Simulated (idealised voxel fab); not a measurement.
Name of the process module below: voxel self aligned vias
Section cut is 225 nm wide and gridded with 5 nm square cells.
In what follows, cross-sections appear as grids of square cells, described through bands that run from the top down, where every band is one or more rows of cells.
The band entry comprises the height of the band's top followed by the height of its bottom, expressed in nm, and subsequently the band's materials from left to right, each stated together with its width in nm. Where a single material is marked with the word "edge to edge", that material fills the band from edge to edge. The word "air" represents empty space.
Below 0: as-received wafer, all one material; heights counted from there. Lowest band: no bottom, goes on down, written "top 0, no bottom".
A width given as "30 to 40" starts at the first number in the band's top row and ends at the second number in its bottom row, shifting by an equal amount at every step from row to row.
A step reported as "identical to before" is a step in which no cell of the cross-section changed.
In "Closed void roster" the enclosed voids are listed, meaning empty spaces of 8 cells or larger without any opening to the top. The form is width x height at distance, distance from the left edge, units nm.
What comes after the settings on a step's line is commentary from the simulator itself on that step.
Regarding "overlay nm": on a step with a mask, it is the distance the mask lay to the right of its planned place; a negative value places it to the left.
THE STEPS PLANNED FOR THE PROCESS ARE AS FOLLOWS
1 RECEIVE: material Si
2 CONFORMAL_DEP: material SiO2, thk nm 15
3 CONFORMAL_DEP: material SiCN, thk nm 5
4 DIRECTIONAL_DEP: material lowk, thk nm 25
5 DIRECTIONAL_DEP: material aC, thk nm 10
6 PATTERN: tone open, mask id LINES, material resist, width nm 20, pitch nm 65, thk nm 25, overlay nm 0
7 DIRECTIONAL_ETCH: etch materials aC, depth nm 10
8 STRIP: etch materials resist
9 DIRECTIONAL_ETCH: etch materials lowk, depth nm 25
10 STRIP: etch materials aC
11 CONFORMAL_DEP: material TiN, thk nm 5
12 FILL_DEP: material Ru, thk nm 10
13 CMP: height nm 45
14 SELECTIVE_ETCH: etch materials W Ru TiN, depth nm 5
15 FILL_DEP: material SiN, thk nm 10
16 CMP: height nm 45
17 DIRECTIONAL_DEP: material lowk, thk nm 15
18 DIRECTIONAL_DEP: material aC, thk nm 15
19 PATTERN: tone open, mask id VIAS, material resist, width nm 40, pitch nm 130, thk nm 30, overlay nm 0
20 DIRECTIONAL_ETCH: etch materials aC, depth nm 15
21 STRIP: etch materials resist
22 DIRECTIONAL_ETCH: etch materials lowk, depth nm 15
23 DIRECTIONAL_ETCH: etch materials SiN, depth nm 5
24 STRIP: etch materials aC
25 CONFORMAL_DEP: material TiN, thk nm 5
26 FILL_DEP: material Cu, thk nm 5
27 CMP: height nm 60
28 CONFORMAL_DEP: material SiN, thk nm 5
RUN AS PLANNED: FIRST OF TWO WAFERS
CROSS-SECTION OF THE WAFER AT RECEIPT, WHICH IS THE CONDITION AFTER STEP 1
> top 0, no bottom: Si edge to edge
> Closed void roster: none
STEP 2 DONE - WAFER CROSS-SECTION
> top 15, bottom 0: SiO2 edge to edge
> Below 0, the layers are the same as they were.
STEP 3 DONE - WAFER CROSS-SECTION
> top 20, bottom 15: SiCN edge to edge
> Below 15, the layers are the same as they were.
STEP 4 DONE - WAFER CROSS-SECTION
> top 45, bottom 20: lowk edge to edge
> Below 20, the layers are the same as they were.
STEP 5 DONE - WAFER CROSS-SECTION
> top 55, bottom 45: aC edge to edge
> Below 45, the layers are the same as they were.
STEP 6 DONE - WAFER CROSS-SECTION
> top 80, bottom 55: resist: 35; air: 20; resist: 45; air: 20; resist: 45; air: 20; resist: 40
> Below 55, the layers are the same as they were.
STEP 7 DONE - WAFER CROSS-SECTION
> top 70, bottom 55: resist: 35; air: 20; resist: 45; air: 20; resist: 45; air: 20; resist: 40
> top 55, bottom 45: aC: 35; air: 20; aC: 45; air: 20; aC: 45; air: 20; aC: 40
> Below 45, the layers are the same as they were.
STEP 8 DONE - WAFER CROSS-SECTION
> top 55, bottom 45: aC: 35; air: 20; aC: 45; air: 20; aC: 45; air: 20; aC: 40
> Below 45, the layers are the same as they were.
STEP 9 DONE - WAFER CROSS-SECTION
> top 55, bottom 45: aC: 35; air: 20; aC: 45; air: 20; aC: 45; air: 20; aC: 40
> top 45, bottom 20: lowk: 35; air: 20; lowk: 45; air: 20; lowk: 45; air: 20; lowk: 40
> Below 20, the layers are the same as they were.
STEP 10 DONE - WAFER CROSS-SECTION
> top 45, bottom 20: lowk: 35; air: 20; lowk: 45; air: 20; lowk: 45; air: 20; lowk: 40
> Below 20, the layers are the same as they were.
STEP 11 DONE - WAFER CROSS-SECTION
> top 50, bottom 45: TiN: 40; air: 10; TiN: 55; air: 10; TiN: 55; air: 10; TiN: 45
> top 45, bottom 25: lowk: 35; TiN: 5; air: 10; TiN: 5; lowk: 45; TiN: 5; air: 10; TiN: 5; lowk: 45; TiN: 5; air: 10; TiN: 5; lowk: 40
> top 25, bottom 20: lowk: 35; TiN: 20; lowk: 45; TiN: 20; lowk: 45; TiN: 20; lowk: 40
> Below 20, the layers are the same as they were.
STEP 12 DONE - WAFER CROSS-SECTION
> top 60, bottom 50: Ru edge to edge
> top 50, bottom 45: TiN: 40; Ru: 10; TiN: 55; Ru: 10; TiN: 55; Ru: 10; TiN: 45
> top 45, bottom 25: lowk: 35; TiN: 5; Ru: 10; TiN: 5; lowk: 45; TiN: 5; Ru: 10; TiN: 5; lowk: 45; TiN: 5; Ru: 10; TiN: 5; lowk: 40
> Below 25, the layers are the same as they were.
STEP 13 DONE - WAFER CROSS-SECTION
> top 45, bottom 25: lowk: 35; TiN: 5; Ru: 10; TiN: 5; lowk: 45; TiN: 5; Ru: 10; TiN: 5; lowk: 45; TiN: 5; Ru: 10; TiN: 5; lowk: 40
> Below 25, the layers are the same as they were.
STEP 14 DONE - WAFER CROSS-SECTION
> top 45, bottom 40: lowk: 35; air: 20; lowk: 45; air: 20; lowk: 45; air: 20; lowk: 40
> Below 40, the layers are the same as they were.
STEP 15 DONE - WAFER CROSS-SECTION
> top 55, bottom 45: SiN edge to edge
> top 45, bottom 40: lowk: 35; SiN: 20; lowk: 45; SiN: 20; lowk: 45; SiN: 20; lowk: 40
> Below 40, the layers are the same as they were.
STEP 16 DONE - WAFER CROSS-SECTION
> top 45, bottom 40: lowk: 35; SiN: 20; lowk: 45; SiN: 20; lowk: 45; SiN: 20; lowk: 40
> Below 40, the layers are the same as they were.
STEP 17 DONE - WAFER CROSS-SECTION
> top 60, bottom 45: lowk edge to edge
> Below 45, the layers are the same as they were.
STEP 18 DONE - WAFER CROSS-SECTION
> top 75, bottom 60: aC edge to edge
> Below 60, the layers are the same as they were.
STEP 19 DONE - WAFER CROSS-SECTION
> top 105, bottom 75: resist: 25; air: 40; resist: 90; air: 40; resist: 30
> Below 75, the layers are the same as they were.
STEP 20 DONE - WAFER CROSS-SECTION
> top 90, bottom 75: resist: 25; air: 40; resist: 90; air: 40; resist: 30
> top 75, bottom 60: aC: 25; air: 40; aC: 90; air: 40; aC: 30
> Below 60, the layers are the same as they were.
STEP 21 DONE - WAFER CROSS-SECTION
> top 75, bottom 60: aC: 25; air: 40; aC: 90; air: 40; aC: 30
> Below 60, the layers are the same as they were.
STEP 22 DONE - WAFER CROSS-SECTION
> top 75, bottom 60: aC: 25; air: 40; aC: 90; air: 40; aC: 30
> top 60, bottom 45: lowk: 25; air: 40; lowk: 90; air: 40; lowk: 30
> Below 45, the layers are the same as they were.
STEP 23 DONE - WAFER CROSS-SECTION
> top 75, bottom 60: aC: 25; air: 40; aC: 90; air: 40; aC: 30
> top 60, bottom 45: lowk: 25; air: 40; lowk: 90; air: 40; lowk: 30
> top 45, bottom 40: lowk: 35; air: 20; lowk: 45; SiN: 20; lowk: 45; air: 20; lowk: 40
> Below 40, the layers are the same as they were.
STEP 24 DONE - WAFER CROSS-SECTION
> top 60, bottom 45: lowk: 25; air: 40; lowk: 90; air: 40; lowk: 30
> Below 45, the layers are the same as they were.
STEP 25 DONE - WAFER CROSS-SECTION
> top 65, bottom 60: TiN: 30; air: 30; TiN: 100; air: 30; TiN: 35
> top 60, bottom 50: lowk: 25; TiN: 5; air: 30; TiN: 5; lowk: 90; TiN: 5; air: 30; TiN: 5; lowk: 30
> top 50, bottom 45: lowk: 25; TiN: 15; air: 10; TiN: 15; lowk: 90; TiN: 15; air: 10; TiN: 15; lowk: 30
> top 45, bottom 40: lowk: 35; TiN: 20; lowk: 45; SiN: 20; lowk: 45; TiN: 20; lowk: 40
> Below 40, the layers are the same as they were.
STEP 26 DONE - WAFER CROSS-SECTION
> top 70, bottom 65: Cu edge to edge
> top 65, bottom 60: TiN: 30; Cu: 30; TiN: 100; Cu: 30; TiN: 35
> top 60, bottom 50: lowk: 25; TiN: 5; Cu: 30; TiN: 5; lowk: 90; TiN: 5; Cu: 30; TiN: 5; lowk: 30
> top 50, bottom 45: lowk: 25; TiN: 15; Cu: 10; TiN: 15; lowk: 90; TiN: 15; Cu: 10; TiN: 15; lowk: 30
> Below 45, the layers are the same as they were.
STEP 27 DONE - WAFER CROSS-SECTION
> top 60, bottom 50: lowk: 25; TiN: 5; Cu: 30; TiN: 5; lowk: 90; TiN: 5; Cu: 30; TiN: 5; lowk: 30
> Below 50, the layers are the same as they were.
STEP 28 DONE - WAFER CROSS-SECTION
> top 65, bottom 60: SiN edge to edge
> Below 60, the layers are the same as they were.
SECOND WAFER - SHARED START AND PLAN WITH THE FIRST - ONE ERROR IN RUNNING - SAME AS THE FIRST UP TO STEP 23 INCLUSIVE
SECOND WAFER, CROSS-SECTION, PLANNED END OF STEP 24
> top 75, bottom 60: aC: 25; air: 40; aC: 90; air: 40; aC: 30
> top 60, bottom 45: lowk: 25; air: 40; lowk: 90; air: 40; lowk: 30
> top 45, bottom 40: lowk: 35; air: 20; lowk: 45; SiN: 20; lowk: 45; air: 20; lowk: 40
> top 40, bottom 25: lowk: 35; TiN: 5; air: 10; TiN: 5; lowk: 45; TiN: 5; Ru: 10; TiN: 5; lowk: 45; TiN: 5; air: 10; TiN: 5; lowk: 40
> Below 25, the layers are the same as they were.
SECOND WAFER, CROSS-SECTION, PLANNED END OF STEP 25
> top 80, bottom 75: TiN: 30; air: 30; TiN: 100; air: 30; TiN: 35
> top 75, bottom 60: aC: 25; TiN: 5; air: 30; TiN: 5; aC: 90; TiN: 5; air: 30; TiN: 5; aC: 30
> top 60, bottom 50: lowk: 25; TiN: 5; air: 30; TiN: 5; lowk: 90; TiN: 5; air: 30; TiN: 5; lowk: 30
> top 50, bottom 45: lowk: 25; TiN: 15; air: 10; TiN: 15; lowk: 90; TiN: 15; air: 10; TiN: 15; lowk: 30
> top 45, bottom 40: lowk: 35; TiN: 20; lowk: 45; SiN: 20; lowk: 45; TiN: 20; lowk: 40
> top 40, bottom 25: lowk: 35; TiN: 20; lowk: 45; TiN: 5; Ru: 10; TiN: 5; lowk: 45; TiN: 20; lowk: 40
> Below 25, the layers are the same as they were.
SECOND WAFER, CROSS-SECTION, PLANNED END OF STEP 26
> top 85, bottom 80: Cu edge to edge
> top 80, bottom 75: TiN: 30; Cu: 30; TiN: 100; Cu: 30; TiN: 35
> top 75, bottom 60: aC: 25; TiN: 5; Cu: 30; TiN: 5; aC: 90; TiN: 5; Cu: 30; TiN: 5; aC: 30
> top 60, bottom 50: lowk: 25; TiN: 5; Cu: 30; TiN: 5; lowk: 90; TiN: 5; Cu: 30; TiN: 5; lowk: 30
> top 50, bottom 45: lowk: 25; TiN: 15; Cu: 10; TiN: 15; lowk: 90; TiN: 15; Cu: 10; TiN: 15; lowk: 30
> Below 45, the layers are the same as they were.
SECOND WAFER, CROSS-SECTION, PLANNED END OF STEP 27
> top 60, bottom 50: lowk: 25; TiN: 5; Cu: 30; TiN: 5; lowk: 90; TiN: 5; Cu: 30; TiN: 5; lowk: 30
> Below 50, the layers are the same as they were.
SECOND WAFER, CROSS-SECTION, PLANNED END OF STEP 28
> top 65, bottom 60: SiN edge to edge
> Below 60, the layers are the same as they were.
Finding, execution versus plan: step 24 deviated from plan and actually ran as STRIP: etch materials Ru
End of process, cell counts, second wafer against first, materials with more or fewer: -12 Ru | +12 TiN
